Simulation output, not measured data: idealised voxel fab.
A process module follows: voxel capacitor over wiring.
Square cells of 5 nm make up the cross-section cut, whose width is 240 nm.
Square cells in a grid make up a cross-section in this document, and the grid is given as bands, listed from the top down, each one or more rows of cells.
Read a band's entry like this: the first values are the height of its top and the height of its bottom in nm, and what follows is the sequence of materials from left to right, each with its width in nm. Note that "empty" is empty space, and that a single material marked "all across" reaches across the band from edge to edge.
Convention: height 0 is the level below which the wafer, as received, is all one material. The lowest band does not terminate at the bottom but continues downward, represented as "top 0, no bottom".
The notation "30 to 40" denotes a width that varies across the rows of cells in the band, beginning at the first number in the top row, finishing at the second number in the bottom row, and changing by an identical amount from each row to the next.
The designation "nothing altered", where it is given for a processing step, indicates that no cell of the cross-section was altered in the course of that step.
Empty spaces counting at least 8 cells and having no open way to the top are listed in "Voids, fully enclosed". The notation width x height at distance is used for each, the distance being from the left edge and all three values in nm.
Heads up: the bit after the settings on a step's line is the simulator's remark on that step.
If you see "overlay nm" on a step's line and that step has a mask, it's telling you how far right of where it was planned the mask ended up; a negative number means it went left instead.

### plan
1 RECEIVE | material Si
2 CONFORMAL_DEP | material SiO2 | thk nm 15
3 DIRECTIONAL_DEP | material TiN | thk nm 5
4 DIRECTIONAL_DEP | material W | thk nm 25
5 MASKED_ETCH | tone cover | mask id METAL_1 | width nm 20 | pitch nm 80 | etch materials W | depth nm 25 | overlay nm 0
6 MASKED_ETCH | tone cover | mask id METAL_1 | width nm 20 | pitch nm 80 | etch materials TiN | depth nm 5 | overlay nm 0
7 CONFORMAL_DEP | material SiN | thk nm 5
8 FILL_DEP | material lowk | thk nm 10
9 CMP | height nm 45
10 CONFORMAL_DEP | material SiCN | thk nm 5
11 DIRECTIONAL_DEP | material SiO2 | thk nm 10
12 MASKED_ETCH | tone open | mask id PLUG_1 | width nm 15 | etch materials SiO2 | depth nm 10 | overlay nm 0
13 MASKED_ETCH | tone open | mask id PLUG_1 | width nm 15 | etch materials SiCN | depth nm 5 | overlay nm 0
14 EPI | material Ru | thk nm 10
15 EPI | material Ru | thk nm 5
16 DIRECTIONAL_DEP | material TiN | thk nm 5
17 DIRECTIONAL_DEP | material Al2O3 | thk nm 5
18 DIRECTIONAL_DEP | material TiN | thk nm 10
19 PATTERN | tone cover | mask id UPPER_PLATE | material resist | width nm 65 | thk nm 20 | overlay nm 0
20 DIRECTIONAL_ETCH | etch materials TiN | depth nm 10
21 DIRECTIONAL_ETCH | etch materials Al2O3 | depth nm 5
22 STRIP | etch materials resist
23 PATTERN | tone cover | mask id LOWER_PLATE | material resist | width nm 75 | thk nm 15 | overlay nm 0
24 DIRECTIONAL_ETCH | etch materials TiN | depth nm 5
25 STRIP | etch materials resist
26 FILL_DEP | material SiO2 | thk nm 15
27 CMP | height nm 90
28 PATTERN | tone open | mask id PLUG_2 | material resist | width nm 15 | thk nm 20 | overlay nm 0
29 DIRECTIONAL_ETCH | etch materials SiO2 | depth nm 5
30 STRIP | etch materials resist
31 CONFORMAL_DEP | material TiN | thk nm 5
32 FILL_DEP | material Cu | thk nm 10
33 CMP | height nm 90
34 CONFORMAL_DEP | material SiN | thk nm 5
Quick note for whoever runs this: the wafers start identical, but the depth nm at step 29 isn't the same across them. The plan just shows what the first wafer had.

### First wafer of several, as received: cross-section after step 1
* top 0, no bottom: Si all across
* Voids, fully enclosed: none

### Where each wafer stands at the end of the module, a row apiece: cells of each material gained (+) or lost (-) since it was received, then closed voids
depth nm 5; +13 Al2O3; +9 Ru; +45 SiCN; +108 SiN; +465 SiO2; +52 TiN; +40 W; +180 lowk; Voids, fully enclosed: none
depth nm 10; +13 Al2O3; +1 Cu; +9 Ru; +45 SiCN; +108 SiN; +462 SiO2; +54 TiN; +40 W; +180 lowk; Voids, fully enclosed: none
depth nm 15; +13 Al2O3; +1 Cu; +9 Ru; +45 SiCN; +108 SiN; +462 SiO2; +54 TiN; +40 W; +180 lowk; Voids, fully enclosed: none
depth nm 20; +13 Al2O3; +1 Cu; +9 Ru; +45 SiCN; +108 SiN; +462 SiO2; +54 TiN; +40 W; +180 lowk; Voids, fully enclosed: none
depth nm 25; +13 Al2O3; +1 Cu; +9 Ru; +45 SiCN; +108 SiN; +462 SiO2; +54 TiN; +40 W; +180 lowk; Voids, fully enclosed: none
